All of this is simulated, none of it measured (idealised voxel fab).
Name of the process module below: voxel self aligned contacts
Each square cell in cross-section cut measures 5 nm, and the section as a whole is 200 nm wide.
Format of a cross-section: grid, square cells. Given as bands. Order: top down. Band: one or more rows of cells. A band entry consists of two parts. The first gives the height of the band's top and the height of its bottom, in nm. The rest lists the band's materials from left to right, each with its width in nm. A single material labelled with the word "edge to edge" fills the band from edge to edge, and the word "empty" marks empty space. Zero point of the height axis is 0; under it, received wafer = one material. Lowest band: continues down indefinitely, "from 0 down". When a width is written as two numbers, as in "30 to 40", the first number is the width in the top row of cells of the band and the second is the width in its bottom row, and the width changes by the same amount from each row to the next. What does "stayed the same" mean for a step? It means no cell of the cross-section changed in that step. In "Fully sealed cavities" the enclosed voids are listed, meaning empty spaces of 8 cells or larger without any opening to the top. The form is width x height at distance, distance from the left edge, units nm. Text after the settings on a step's line: the simulator's own remark on that step. overlay nm: mask right of planned place by this much (step with mask). Neg. = left. Structure of the following material. The material consists of pairs of cross-sections. Each pair comprises the cross-section before one process step and the cross-section after that step, the latter shown only down to the lowest band that changed. The step between the cross-sections is specified beneath each pair, including its settings. Pairs are not necessarily consecutive: they may derive from different runs of this module performed on the same starting wafer. Continuity with the pair above is to be assumed only where the entry headed "Ahead of processing" of the pair in question states it.
Ahead of processing
  from 55 to 45 | SiO2=45 / empty=45 / SiO2=20 / empty=45 / SiO2=45
  from 45 to 25 | SiO2=10 / SiN=10 / polySi=30 / SiN=10 / empty=15 / SiN=10 / polySi=30 / SiN=10 / empty=15 / SiN=10 / polySi=30 / SiN=10 / SiO2=10
  from 25 to 0 | SiN edge to edge
  from 0 to -5 | SiO2 edge to edge
  from -5 down | Si edge to edge
  Fully sealed cavities: none
Post-Step Snapshot
  from 60 to 55 | TiN=50 / empty=35 / TiN=30 / empty=35 / TiN=50
  from 55 to 45 | SiO2=45 / TiN=5 to 20 / empty=35 to 5 / TiN=5 to 20 / SiO2=20 / TiN=5 to 20 / empty=35 to 5 / TiN=5 to 20 / SiO2=45
  from 45 to 30 | SiO2=10 / SiN=10 / polySi=30 / SiN=10 / TiN=5 / empty=5 / TiN=5 / SiN=10 / polySi=30 / SiN=10 / TiN=5 / empty=5 / TiN=5 / SiN=10 / polySi=30 / SiN=10 / SiO2=10
  from 30 to 25 | SiO2=10 / SiN=10 / polySi=30 / SiN=10 / TiN=15 / SiN=10 / polySi=30 / SiN=10 / TiN=15 / SiN=10 / polySi=30 / SiN=10 / SiO2=10
  Under the height 25 nothing was changed.
  Fully sealed cavities: none
Can you say which step sits between the two cross-sections above? CONFORMAL_DEP | material TiN | thk nm 5
Ahead of processing: Reference is made to the cross-section shown after the step in the pair directly above, which represents the state prior to this step.
Post-Step Snapshot
  from 70 to 60 | Ru edge to edge
  from 60 to 55 | TiN=50 / Ru=35 / TiN=30 / Ru=35 / TiN=50
  from 55 to 45 | SiO2=45 / TiN=5 to 20 / Ru=35 to 5 / TiN=5 to 20 / SiO2=20 / TiN=5 to 20 / Ru=35 to 5 / TiN=5 to 20 / SiO2=45
  from 45 to 30 | SiO2=10 / SiN=10 / polySi=30 / SiN=10 / TiN=5 / Ru=5 / TiN=5 / SiN=10 / polySi=30 / SiN=10 / TiN=5 / Ru=5 / TiN=5 / SiN=10 / polySi=30 / SiN=10 / SiO2=10
  Under the height 30 nothing was changed.
  Fully sealed cavities: none
Can you say which step sits between the two cross-sections above? FILL_DEP | material Ru | thk nm 10
Ahead of processing: Reference is made to the cross-section shown after the step in the pair directly above, which represents the state prior to this step.
Post-Step Snapshot
  from 55 to 45 | SiO2=45 / TiN=5 to 20 / Ru=35 to 5 / TiN=5 to 20 / SiO2=20 / TiN=5 to 20 / Ru=35 to 5 / TiN=5 to 20 / SiO2=45
  Under the height 45 nothing was changed.
  Fully sealed cavities: none
Can you say which step sits between the two cross-sections above? CMP | height nm 55
Ahead of processing: Reference is made to the cross-section shown after the step in the pair directly above, which represents the state prior to this step.
Post-Step Snapshot
  from 60 to 55 | SiN edge to edge
  Under the height 55 nothing was changed.
  Fully sealed cavities: none
Can you say which step sits between the two cross-sections above? CONFORMAL_DEP | material SiN | thk nm 5
Ahead of processing
  from 55 to 45 | empty=20 / aC=30 / empty=35 / aC=30 / empty=35 / aC=30 / empty=20
  from 45 to 20 | empty=20 / SiN=30 / empty=35 / SiN=30 / empty=35 / SiN=30 / empty=20
  from 20 to 0 | polySi edge to edge
  from 0 to -5 | SiO2 edge to edge
  from -5 down | Si edge to edge
  Fully sealed cavities: none
Post-Step Snapshot
  from 55 to 45 | empty=20 / aC=30 / empty=35 / aC=30 / empty=35 / aC=30 / empty=20
  from 45 to 20 | empty=20 / SiN=30 / empty=35 / SiN=30 / empty=35 / SiN=30 / empty=20
  from 20 to 5 | empty=20 / polySi=30 / empty=35 / polySi=30 / empty=35 / polySi=30 / empty=20
  Under the height 5 nothing was changed.
  Fully sealed cavities: none
Can you say which step sits between the two cross-sections above? DIRECTIONAL_ETCH | etch materials polySi | depth nm 15
Ahead of processing: Reference is made to the cross-section shown after the step in the pair directly above, which represents the state prior to this step.
Post-Step Snapshot
  from 45 to 20 | empty=20 / SiN=30 / empty=35 / SiN=30 / empty=35 / SiN=30 / empty=20
  Under the height 20 nothing was changed.
  Fully sealed cavities: none
Can you say which step sits between the two cross-sections above? STRIP | etch materials aC
Ahead of processing: Reference is made to the cross-section shown after the step in the pair directly above, which represents the state prior to this step.
Post-Step Snapshot
  from 55 to 20 | empty=10 / SiN=50 / empty=15 / SiN=50 / empty=15 / SiN=50 / empty=10
  from 20 to 15 | empty=10 / SiN=10 / polySi=30 / SiN=10 / empty=15 / SiN=10 / polySi=30 / SiN=10 / empty=15 / SiN=10 / polySi=30 / SiN=10 / empty=10
  from 15 to 5 | SiN=20 / polySi=30 / SiN=35 / polySi=30 / SiN=35 / polySi=30 / SiN=20
  Under the height 5 nothing was changed.
  Fully sealed cavities: none
Can you say which step sits between the two cross-sections above? CONFORMAL_DEP | material SiN | thk nm 10
Ahead of processing: Reference is made to the cross-section shown after the step in the pair directly above, which represents the state prior to this step.
Post-Step Snapshot
  from 45 to 20 | empty=10 / SiN=50 / empty=15 / SiN=50 / empty=15 / SiN=50 / empty=10
  from 20 to 5 | empty=10 / SiN=10 / polySi=30 / SiN=10 / empty=15 / SiN=10 / polySi=30 / SiN=10 / empty=15 / SiN=10 / polySi=30 / SiN=10 / empty=10
  Under the height 5 nothing was changed.
  Fully sealed cavities: none
Can you say which step sits between the two cross-sections above? DIRECTIONAL_ETCH | etch materials SiN | depth nm 10
Ahead of processing: Reference is made to the cross-section shown after the step in the pair directly above, which represents the state prior to this step.
Post-Step Snapshot
  from 65 to 45 | SiO2 edge to edge
  from 45 to 20 | SiO2=10 / SiN=50 / SiO2=15 / SiN=50 / SiO2=15 / SiN=50 / SiO2=10
  from 20 to 5 | SiO2=10 / SiN=10 / polySi=30 / SiN=10 / SiO2=15 / SiN=10 / polySi=30 / SiN=10 / SiO2=15 / SiN=10 / polySi=30 / SiN=10 / SiO2=10
  Under the height 5 nothing was changed.
  Fully sealed cavities: none
Can you say which step sits between the two cross-sections above? FILL_DEP | material SiO2 | thk nm 20
Ahead of processing: Reference is made to the cross-section shown after the step in the pair directly above, which represents the state prior to this step.
Post-Step Snapshot
  from 55 to 45 | SiO2 edge to edge
  Under the height 45 nothing was changed.
  Fully sealed cavities: none
Can you say which step sits between the two cross-sections above? CMP | height nm 55
Ahead of processing: Reference is made to the cross-section shown after the step in the pair directly above, which represents the state prior to this step.
Post-Step Snapshot
  from 55 to 45 | SiO2=45 / empty=45 / SiO2=20 / empty=45 / SiO2=45
  from 45 to 20 | SiO2=10 / SiN=50 / empty=15 / SiN=50 / empty=15 / SiN=50 / SiO2=10
  from 20 to 5 | SiO2=10 / SiN=10 / polySi=30 / SiN=10 / empty=15 / SiN=10 / polySi=30 / SiN=10 / empty=15 / SiN=10 / polySi=30 / SiN=10 / SiO2=10
  Under the height 5 nothing was changed.
  Fully sealed cavities: none
Can you say which step sits between the two cross-sections above? MASKED_ETCH | tone open | mask id CONTACT | width nm 45 | pitch nm 65 | etch materials SiO2 | depth nm 60 | overlay nm 0
Ahead of processing: Reference is made to the cross-section shown after the step in the pair directly above, which represents the state prior to this step.
Post-Step Snapshot
  from 60 to 55 | TiN=50 / empty=35 / TiN=30 / empty=35 / TiN=50
  from 55 to 45 | SiO2=45 / TiN=5 to 20 / empty=35 to 5 / TiN=5 to 20 / SiO2=20 / TiN=5 to 20 / empty=35 to 5 / TiN=5 to 20 / SiO2=45
  from 45 to 20 | SiO2=10 / SiN=50 / TiN=5 / empty=5 / TiN=5 / SiN=50 / TiN=5 / empty=5 / TiN=5 / SiN=50 / SiO2=10
  from 20 to 10 | SiO2=10 / SiN=10 / polySi=30 / SiN=10 / TiN=5 / empty=5 / TiN=5 / SiN=10 / polySi=30 / SiN=10 / TiN=5 / empty=5 / TiN=5 / SiN=10 / polySi=30 / SiN=10 / SiO2=10
  from 10 to 5 | SiO2=10 / SiN=10 / polySi=30 / SiN=10 / TiN=15 / SiN=10 / polySi=30 / SiN=10 / TiN=15 / SiN=10 / polySi=30 / SiN=10 / SiO2=10
  Under the height 5 nothing was changed.
  Fully sealed cavities: none
Can you say which step sits between the two cross-sections above? CONFORMAL_DEP | material TiN | thk nm 5
Ahead of processing: Reference is made to the cross-section shown after the step in the pair directly above, which represents the state prior to this step.
Post-Step Snapshot
  from 70 to 60 | Ru edge to edge
  from 60 to 55 | TiN=50 / Ru=35 / TiN=30 / Ru=35 / TiN=50
  from 55 to 45 | SiO2=45 / TiN=5 to 20 / Ru=35 to 5 / TiN=5 to 20 / SiO2=20 / TiN=5 to 20 / Ru=35 to 5 / TiN=5 to 20 / SiO2=45
  from 45 to 20 | SiO2=10 / SiN=50 / TiN=5 / Ru=5 / TiN=5 / SiN=50 / TiN=5 / Ru=5 / TiN=5 / SiN=50 / SiO2=10
  from 20 to 10 | SiO2=10 / SiN=10 / polySi=30 / SiN=10 / TiN=5 / Ru=5 / TiN=5 / SiN=10 / polySi=30 / SiN=10 / TiN=5 / Ru=5 / TiN=5 / SiN=10 / polySi=30 / SiN=10 / SiO2=10
  Under the height 10 nothing was changed.
  Fully sealed cavities: none
Can you say which step sits between the two cross-sections above? FILL_DEP | material Ru | thk nm 10
Ahead of processing: Reference is made to the cross-section shown after the step in the pair directly above, which represents the state prior to this step.
Post-Step Snapshot
  from 55 to 45 | SiO2=45 / TiN=5 to 20 / Ru=35 to 5 / TiN=5 to 20 / SiO2=20 / TiN=5 to 20 / Ru=35 to 5 / TiN=5 to 20 / SiO2=45
  Under the height 45 nothing was changed.
  Fully sealed cavities: none
Can you say which step sits between the two cross-sections above? CMP | height nm 55
Ahead of processing: Reference is made to the cross-section shown after the step in the pair directly above, which represents the state prior to this step.
Post-Step Snapshot
  from 60 to 55 | SiN edge to edge
  Under the height 55 nothing was changed.
  Fully sealed cavities: none
Can you say which step sits between the two cross-sections above? CONFORMAL_DEP | material SiN | thk nm 5
Ahead of processing
  from 55 to 45 | aC edge to edge
  from 45 to 20 | SiN edge to edge
  from 20 to 0 | polySi edge to edge
  from 0 to -5 | SiO2 edge to edge
  from -5 down | Si edge to edge
  Fully sealed cavities: none
Post-Step Snapshot
  from 85 to 55 | empty=20 / resist=35 / empty=30 / resist=35 / empty=30 / resist=35 / empty=15
  Under the height 55 nothing was changed.
  Fully sealed cavities: none
Can you say which step sits between the two cross-sections above? PATTERN | tone cover | mask id GATE | material resist | width nm 35 | pitch nm 65 | thk nm 30 | overlay nm 0
Ahead of processing: Reference is made to the cross-section shown after the step in the pair directly above, which represents the state prior to this step.
Post-Step Snapshot
  from 75 to 55 | empty=20 / resist=35 / empty=30 / resist=35 / empty=30 / resist=35 / empty=15
  from 55 to 45 | empty=20 / aC=35 / empty=30 / aC=35 / empty=30 / aC=35 / empty=15
  Under the height 45 nothing was changed.
  Fully sealed cavities: none
Can you say which step sits between the two cross-sections above? DIRECTIONAL_ETCH | etch materials aC | depth nm 10
Ahead of processing: Reference is made to the cross-section shown after the step in the pair directly above, which represents the state prior to this step.
Post-Step Snapshot
  from 55 to 45 | empty=20 / aC=35 / empty=30 / aC=35 / empty=30 / aC=35 / empty=15
  Under the height 45 nothing was changed.
  Fully sealed cavities: none
Can you say which step sits between the two cross-sections above? STRIP | etch materials resist
Ahead of processing: Reference is made to the cross-section shown after the step in the pair directly above, which represents the state prior to this step.
Post-Step Snapshot
  from 55 to 45 | empty=20 / aC=35 / empty=30 / aC=35 / empty=30 / aC=35 / empty=15
  from 45 to 20 | empty=20 / SiN=35 / empty=30 / SiN=35 / empty=30 / SiN=35 / empty=15
  Under the height 20 nothing was changed.
  Fully sealed cavities: none
Can you say which step sits between the two cross-sections above? DIRECTIONAL_ETCH | etch materials SiN | depth nm 25
Ahead of processing: Reference is made to the cross-section shown after the step in the pair directly above, which represents the state prior to this step.
Post-Step Snapshot
  from 55 to 45 | empty=20 / aC=35 / empty=30 / aC=35 / empty=30 / aC=35 / empty=15
  from 45 to 20 | empty=20 / SiN=35 / empty=30 / SiN=35 / empty=30 / SiN=35 / empty=15
  from 20 to 0 | empty=20 / polySi=35 / empty=30 / polySi=35 / empty=30 / polySi=35 / empty=15
  Under the height 0 nothing was changed.
  Fully sealed cavities: none
Can you say which step sits between the two cross-sections above? DIRECTIONAL_ETCH | etch materials polySi | depth nm 20
Ahead of processing: Reference is made to the cross-section shown after the step in the pair directly above, which represents the state prior to this step.
Post-Step Snapshot
  from 45 to 20 | empty=20 / SiN=35 / empty=30 / SiN=35 / empty=30 / SiN=35 / empty=15
  Under the height 20 nothing was changed.
  Fully sealed cavities: none
Can you say which step sits between the two cross-sections above? STRIP | etch materials aC
Ahead of processing: Reference is made to the cross-section shown after the step in the pair directly above, which represents the state prior to this step.
Post-Step Snapshot
  from 55 to 20 | empty=10 / SiN=55 / empty=10 / SiN=55 / empty=10 / SiN=55 / empty=5
  from 20 to 10 | empty=10 / SiN=10 / polySi=35 / SiN=10 / empty=10 / SiN=10 / polySi=35 / SiN=10 / empty=10 / SiN=10 / polySi=35 / SiN=10 / empty=5
  from 10 to 0 | SiN=20 / polySi=35 / SiN=30 / polySi=35 / SiN=30 / polySi=35 / SiN=15
  Under the height 0 nothing was changed.
  Fully sealed cavities: none
Can you say which step sits between the two cross-sections above? CONFORMAL_DEP | material SiN | thk nm 10
Ahead of processing: Reference is made to the cross-section shown after the step in the pair directly above, which represents the state prior to this step.
Post-Step Snapshot
  from 45 to 20 | empty=10 / SiN=55 / empty=10 / SiN=55 / empty=10 / SiN=55 / empty=5
  from 20 to 0 | empty=10 / SiN=10 / polySi=35 / SiN=10 / empty=10 / SiN=10 / polySi=35 / SiN=10 / empty=10 / SiN=10 / polySi=35 / SiN=10 / empty=5
  Under the height 0 nothing was changed.
  Fully sealed cavities: none
Can you say which step sits between the two cross-sections above? DIRECTIONAL_ETCH | etch materials SiN | depth nm 10
Ahead of processing: Reference is made to the cross-section shown after the step in the pair directly above, which represents the state prior to this step.
Post-Step Snapshot
  from 65 to 45 | SiO2 edge to edge
  from 45 to 20 | SiO2=10 / SiN=55 / SiO2=10 / SiN=55 / SiO2=10 / SiN=55 / SiO2=5
  from 20 to 0 | SiO2=10 / SiN=10 / polySi=35 / SiN=10 / SiO2=10 / SiN=10 / polySi=35 / SiN=10 / SiO2=10 / SiN=10 / polySi=35 / SiN=10 / SiO2=5
  Under the height 0 nothing was changed.
  Fully sealed cavities: none
Can you say which step sits between the two cross-sections above? FILL_DEP | material SiO2 | thk nm 20
Ahead of processing: Reference is made to the cross-section shown after the step in the pair directly above, which represents the state prior to this step.
Post-Step Snapshot
  from 55 to 45 | SiO2 edge to edge
  Under the height 45 nothing was changed.
  Fully sealed cavities: none
Can you say which step sits between the two cross-sections above? CMP | height nm 55
Ahead of processing: Reference is made to the cross-section shown after the step in the pair directly above, which represents the state prior to this step.
Post-Step Snapshot
  from 55 to 45 | SiO2=45 / empty=45 / SiO2=20 / empty=45 / SiO2=45
  from 45 to 20 | SiO2=10 / SiN=55 / empty=10 / SiN=55 / empty=10 / SiN=55 / SiO2=5
  from 20 to 0 | SiO2=10 / SiN=10 / polySi=35 / SiN=10 / empty=10 / SiN=10 / polySi=35 / SiN=10 / empty=10 / SiN=10 / polySi=35 / SiN=10 / SiO2=5
  from 0 to -5 | SiO2=65 / empty=10 / SiO2=55 / empty=10 / SiO2=60
  Under the height -5 nothing was changed.
  Fully sealed cavities: none
Can you say which step sits between the two cross-sections above? MASKED_ETCH | tone open | mask id CONTACT | width nm 45 | pitch nm 65 | etch materials SiO2 | depth nm 60 | overlay nm 0
Ahead of processing: Reference is made to the cross-section shown after the step in the pair directly above, which represents the state prior to this step.
Post-Step Snapshot
  from 60 to 55 | TiN=50 / empty=35 / TiN=30 / empty=35 / TiN=50
  from 55 to 50 | SiO2=45 / TiN=5 / empty=35 / TiN=5 / SiO2=20 / TiN=5 / empty=35 / TiN=5 / SiO2=45
  from 50 to 45 | SiO2=45 / TiN=45 / SiO2=20 / TiN=45 / SiO2=45
  from 45 to 20 | SiO2=10 / SiN=55 / TiN=10 / SiN=55 / TiN=10 / SiN=55 / SiO2=5
  from 20 to 0 | SiO2=10 / SiN=10 / polySi=35 / SiN=10 / TiN=10 / SiN=10 / polySi=35 / SiN=10 / TiN=10 / SiN=10 / polySi=35 / SiN=10 / SiO2=5
  from 0 to -5 | SiO2=65 / TiN=10 / SiO2=55 / TiN=10 / SiO2=60
  Under the height -5 nothing was changed.
  Fully sealed cavities: none
Can you say which step sits between the two cross-sections above? CONFORMAL_DEP | material TiN | thk nm 5
Ahead of processing: Reference is made to the cross-section shown after the step in the pair directly above, which represents the state prior to this step.
Post-Step Snapshot
  from 70 to 60 | Ru edge to edge
  from 60 to 55 | TiN=50 / Ru=35 / TiN=30 / Ru=35 / TiN=50
  from 55 to 50 | SiO2=45 / TiN=5 / Ru=35 / TiN=5 / SiO2=20 / TiN=5 / Ru=35 / TiN=5 / SiO2=45
  Under the height 50 nothing was changed.
  Fully sealed cavities: none
Can you say which step sits between the two cross-sections above? FILL_DEP | material Ru | thk nm 10
Ahead of processing: Reference is made to the cross-section shown after the step in the pair directly above, which represents the state prior to this step.
Post-Step Snapshot
  from 55 to 50 | SiO2=45 / TiN=5 / Ru=35 / TiN=5 / SiO2=20 / TiN=5 / Ru=35 / TiN=5 / SiO2=45
  Under the height 50 nothing was changed.
  Fully sealed cavities: none
Can you say which step sits between the two cross-sections above? CMP | height nm 55
Ahead of processing: Reference is made to the cross-section shown after the step in the pair directly above, which represents the state prior to this step.
Post-Step Snapshot
  from 60 to 55 | SiN edge to edge
  Under the height 55 nothing was changed.
  Fully sealed cavities: none
Can you say which step sits between the two cross-sections above? CONFORMAL_DEP | material SiN | thk nm 5
Ahead of processing
  from 55 to 45 | SiO2 edge to edge
  from 45 to 20 | SiO2=10 / SiN=50 / SiO2=15 / SiN=50 / SiO2=15 / SiN=50 / SiO2=10
  from 20 to 0 | SiO2=10 / SiN=10 / polySi=30 / SiN=10 / SiO2=15 / SiN=10 / polySi=30 / SiN=10 / SiO2=15 / SiN=10 / polySi=30 / SiN=10 / SiO2=10
  from 0 to -5 | SiO2 edge to edge
  from -5 down | Si edge to edge
  Fully sealed cavities: none
Post-Step Snapshot
  from 55 to 45 | SiO2=40 / empty=45 / SiO2=20 / empty=45 / SiO2=50
  from 45 to 20 | SiO2=10 / SiN=50 / empty=15 / SiN=50 / empty=15 / SiN=50 / SiO2=10
  from 20 to 0 | SiO2=10 / SiN=10 / polySi=30 / SiN=10 / empty=15 / SiN=10 / polySi=30 / SiN=10 / empty=15 / SiN=10 / polySi=30 / SiN=10 / SiO2=10
  from 0 to -5 | SiO2=60 / empty=15 / SiO2=50 / empty=15 / SiO2=60
  Under the height -5 nothing was changed.
  Fully sealed cavities: none
Can you say which step sits between the two cross-sections above? MASKED_ETCH | tone open | mask id CONTACT | width nm 45 | pitch nm 65 | etch materials SiO2 | depth nm 60 | overlay nm -5
Ahead of processing: Reference is made to the cross-section shown after the step in the pair directly above, which represents the state prior to this step.
Post-Step Snapshot
  from 60 to 55 | TiN=45 / empty=35 / TiN=30 / empty=35 / TiN=55
  from 55 to 45 | SiO2=40 / TiN=5 to 25 / empty=35 to 5 / TiN=5 to 15 / SiO2=20 / TiN=5 to 25 / empty=35 to 5 / TiN=5 to 15 / SiO2=50
  from 45 to 20 | SiO2=10 / SiN=50 / TiN=5 / empty=5 / TiN=5 / SiN=50 / TiN=5 / empty=5 / TiN=5 / SiN=50 / SiO2=10
  from 20 to 0 | SiO2=10 / SiN=10 / polySi=30 / SiN=10 / TiN=5 / empty=5 / TiN=5 / SiN=10 / polySi=30 / SiN=10 / TiN=5 / empty=5 / TiN=5 / SiN=10 / polySi=30 / SiN=10 / SiO2=10
  from 0 to -5 | SiO2=60 / TiN=15 / SiO2=50 / TiN=15 / SiO2=60
  Under the height -5 nothing was changed.
  Fully sealed cavities: none
Can you say which step sits between the two cross-sections above? CONFORMAL_DEP | material TiN | thk nm 5
Ahead of processing: Reference is made to the cross-section shown after the step in the pair directly above, which represents the state prior to this step.
Post-Step Snapshot
  from 70 to 60 | Ru edge to edge
  from 60 to 55 | TiN=45 / Ru=35 / TiN=30 / Ru=35 / TiN=55
  from 55 to 45 | SiO2=40 / TiN=5 to 25 / Ru=35 to 5 / TiN=5 to 15 / SiO2=20 / TiN=5 to 25 / Ru=35 to 5 / TiN=5 to 15 / SiO2=50
  from 45 to 20 | SiO2=10 / SiN=50 / TiN=5 / Ru=5 / TiN=5 / SiN=50 / TiN=5 / Ru=5 / TiN=5 / SiN=50 / SiO2=10
  from 20 to 0 | SiO2=10 / SiN=10 / polySi=30 / SiN=10 / TiN=5 / Ru=5 / TiN=5 / SiN=10 / polySi=30 / SiN=10 / TiN=5 / Ru=5 / TiN=5 / SiN=10 / polySi=30 / SiN=10 / SiO2=10
  Under the height 0 nothing was changed.
  Fully sealed cavities: none
Can you say which step sits between the two cross-sections above? FILL_DEP | material Ru | thk nm 10
Ahead of processing: Reference is made to the cross-section shown after the step in the pair directly above, which represents the state prior to this step.
Post-Step Snapshot
  from 55 to 45 | SiO2=40 / TiN=5 to 25 / Ru=35 to 5 / TiN=5 to 15 / SiO2=20 / TiN=5 to 25 / Ru=35 to 5 / TiN=5 to 15 / SiO2=50
  Under the height 45 nothing was changed.
  Fully sealed cavities: none
Can you say which step sits between the two cross-sections above? CMP | height nm 55
Ahead of processing: Reference is made to the cross-section shown after the step in the pair directly above, which represents the state prior to this step.
Post-Step Snapshot
  from 60 to 55 | SiN edge to edge
  Under the height 55 nothing was changed.
  Fully sealed cavities: none
Can you say which step sits between the two cross-sections above? CONFORMAL_DEP | material SiN | thk nm 5
Ahead of processing
  from 55 to 45 | SiO2=45 / empty=45 / SiO2=20 / empty=45 / SiO2=45
  from 45 to 20 | SiO2=10 / SiN=50 / empty=15 / SiN=50 / empty=15 / SiN=50 / SiO2=10
  from 20 to 0 | SiO2=10 / SiN=10 / polySi=30 / SiN=10 / empty=15 / SiN=10 / polySi=30 / SiN=10 / empty=15 / SiN=10 / polySi=30 / SiN=10 / SiO2=10
  from 0 to -5 | SiO2=60 / empty=15 / SiO2=50 / empty=15 / SiO2=60
  from -5 down | Si edge to edge
  Fully sealed cavities: none
Post-Step Snapshot
  from 60 to 50 | SiO2=50 / empty=35 / SiO2=30 / empty=35 / SiO2=50
  from 50 to 45 | SiO2=65 / empty=5 / SiO2=60 / empty=5 / SiO2=65
  from 45 to 20 | SiO2=10 / SiN=50 / SiO2=5 / empty=5 / SiO2=5 / SiN=50 / SiO2=5 / empty=5 / SiO2=5 / SiN=50 / SiO2=10
  from 20 to 0 | SiO2=10 / SiN=10 / polySi=30 / SiN=10 / SiO2=5 / empty=5 / SiO2=5 / SiN=10 / polySi=30 / SiN=10 / SiO2=5 / empty=5 / SiO2=5 / SiN=10 / polySi=30 / SiN=10 / SiO2=10
  from 0 to -5 | SiO2 edge to edge
  Under the height -5 nothing was changed.
  Fully sealed cavities: none
Can you say which step sits between the two cross-sections above? CONFORMAL_DEP | material SiO2 | thk nm 5
Ahead of processing: Reference is made to the cross-section shown after the step in the pair directly above, which represents the state prior to this step.
Post-Step Snapshot
  from 70 to 60 | Ru edge to edge
  from 60 to 50 | SiO2=50 / Ru=35 / SiO2=30 / Ru=35 / SiO2=50
  from 50 to 45 | SiO2=65 / Ru=5 / SiO2=60 / Ru=5 / SiO2=65
  from 45 to 20 | SiO2=10 / SiN=50 / SiO2=5 / Ru=5 / SiO2=5 / SiN=50 / SiO2=5 / Ru=5 / SiO2=5 / SiN=50 / SiO2=10
  from 20 to 0 | SiO2=10 / SiN=10 / polySi=30 / SiN=10 / SiO2=5 / Ru=5 / SiO2=5 / SiN=10 / polySi=30 / SiN=10 / SiO2=5 / Ru=5 / SiO2=5 / SiN=10 / polySi=30 / SiN=10 / SiO2=10
  Under the height 0 nothing was changed.
  Fully sealed cavities: none
Can you say which step sits between the two cross-sections above? FILL_DEP | material Ru | thk nm 10
Ahead of processing: Reference is made to the cross-section shown after the step in the pair directly above, which represents the state prior to this step.
Post-Step Snapshot
  from 55 to 45 | SiO2=50 to 65 / Ru=35 to 5 / SiO2=30 to 60 / Ru=35 to 5 / SiO2=50 to 65
  Under the height 45 nothing was changed.
  Fully sealed cavities: none
Can you say which step sits between the two cross-sections above? CMP | height nm 55
Ahead of processing: Reference is made to the cross-section shown after the step in the pair directly above, which represents the state prior to this step.
Post-Step Snapshot
  from 60 to 55 | SiN edge to edge
  Under the height 55 nothing was changed.
  Fully sealed cavities: none
Can you say which step sits between the two cross-sections above? CONFORMAL_DEP | material SiN | thk nm 5
Ahead of processing
  from 55 to 45 | aC edge to edge
  from 45 to 20 | SiN edge to edge
  from 20 to 0 | polySi edge to edge
  from 0 to -5 | SiO2 edge to edge
  from -5 down | Si edge to edge
  Fully sealed cavities: none
Post-Step Snapshot
  from 85 to 55 | resist=20 / empty=30 / resist=35 / empty=30 / resist=35 / empty=30 / resist=20
  Under the height 55 nothing was changed.
  Fully sealed cavities: none
Can you say which step sits between the two cross-sections above? PATTERN | tone open | mask id GATE | material resist | width nm 30 | pitch nm 65 | thk nm 30 | overlay nm 0
Ahead of processing: Reference is made to the cross-section shown after the step in the pair directly above, which represents the state prior to this step.
Post-Step Snapshot
  from 75 to 55 | resist=20 / empty=30 / resist=35 / empty=30 / resist=35 / empty=30 / resist=20
  from 55 to 45 | aC=20 / empty=30 / aC=35 / empty=30 / aC=35 / empty=30 / aC=20
  Under the height 45 nothing was changed.
  Fully sealed cavities: none
Can you say which step sits between the two cross-sections above? DIRECTIONAL_ETCH | etch materials aC | depth nm 10
Ahead of processing: Reference is made to the cross-section shown after the step in the pair directly above, which represents the state prior to this step.
Post-Step Snapshot
  from 55 to 45 | aC=20 / empty=30 / aC=35 / empty=30 / aC=35 / empty=30 / aC=20
  Under the height 45 nothing was changed.
  Fully sealed cavities: none
Can you say which step sits between the two cross-sections above? STRIP | etch materials resist
Ahead of processing: Reference is made to the cross-section shown after the step in the pair directly above, which represents the state prior to this step.
Post-Step Snapshot
  from 55 to 45 | aC=20 / empty=30 / aC=35 / empty=30 / aC=35 / empty=30 / aC=20
  from 45 to 20 | SiN=20 / empty=30 / SiN=35 / empty=30 / SiN=35 / empty=30 / SiN=20
  Under the height 20 nothing was changed.
  Fully sealed cavities: none
Can you say which step sits between the two cross-sections above? DIRECTIONAL_ETCH | etch materials SiN | depth nm 25
Ahead of processing: Reference is made to the cross-section shown after the step in the pair directly above, which represents the state prior to this step.
Post-Step Snapshot
  from 55 to 45 | aC=20 / empty=30 / aC=35 / empty=30 / aC=35 / empty=30 / aC=20
  from 45 to 20 | SiN=20 / empty=30 / SiN=35 / empty=30 / SiN=35 / empty=30 / SiN=20
  from 20 to 0 | polySi=20 / empty=30 / polySi=35 / empty=30 / polySi=35 / empty=30 / polySi=20
  Under the height 0 nothing was changed.
  Fully sealed cavities: none
Can you say which step sits between the two cross-sections above? DIRECTIONAL_ETCH | etch materials polySi | depth nm 20
Ahead of processing: Reference is made to the cross-section shown after the step in the pair directly above, which represents the state prior to this step.
Post-Step Snapshot
  from 45 to 20 | SiN=20 / empty=30 / SiN=35 / empty=30 / SiN=35 / empty=30 / SiN=20
  Under the height 20 nothing was changed.
  Fully sealed cavities: none
Can you say which step sits between the two cross-sections above? STRIP | etch materials aC
Ahead of processing: Reference is made to the cross-section shown after the step in the pair directly above, which represents the state prior to this step.
Post-Step Snapshot
  from 55 to 20 | SiN=30 / empty=10 / SiN=55 / empty=10 / SiN=55 / empty=10 / SiN=30
  from 20 to 10 | polySi=20 / SiN=10 / empty=10 / SiN=10 / polySi=35 / SiN=10 / empty=10 / SiN=10 / polySi=35 / SiN=10 / empty=10 / SiN=10 / polySi=20
  from 10 to 0 | polySi=20 / SiN=30 / polySi=35 / SiN=30 / polySi=35 / SiN=30 / polySi=20
  Under the height 0 nothing was changed.
  Fully sealed cavities: none
Can you say which step sits between the two cross-sections above? CONFORMAL_DEP | material SiN | thk nm 10
Ahead of processing: Reference is made to the cross-section shown after the step in the pair directly above, which represents the state prior to this step.
Post-Step Snapshot
  from 45 to 20 | SiN=30 / empty=10 / SiN=55 / empty=10 / SiN=55 / empty=10 / SiN=30
  from 20 to 0 | polySi=20 / SiN=10 / empty=10 / SiN=10 / polySi=35 / SiN=10 / empty=10 / SiN=10 / polySi=35 / SiN=10 / empty=10 / SiN=10 / polySi=20
  Under the height 0 nothing was changed.
  Fully sealed cavities: none
Can you say which step sits between the two cross-sections above? DIRECTIONAL_ETCH | etch materials SiN | depth nm 10
Ahead of processing: Reference is made to the cross-section shown after the step in the pair directly above, which represents the state prior to this step.
Post-Step Snapshot
  from 65 to 45 | SiO2 edge to edge
  from 45 to 20 | SiN=30 / SiO2=10 / SiN=55 / SiO2=10 / SiN=55 / SiO2=10 / SiN=30
  from 20 to 0 | polySi=20 / SiN=10 / SiO2=10 / SiN=10 / polySi=35 / SiN=10 / SiO2=10 / SiN=10 / polySi=35 / SiN=10 / SiO2=10 / SiN=10 / polySi=20
  Under the height 0 nothing was changed.
  Fully sealed cavities: none
Can you say which step sits between the two cross-sections above? FILL_DEP | material SiO2 | thk nm 20
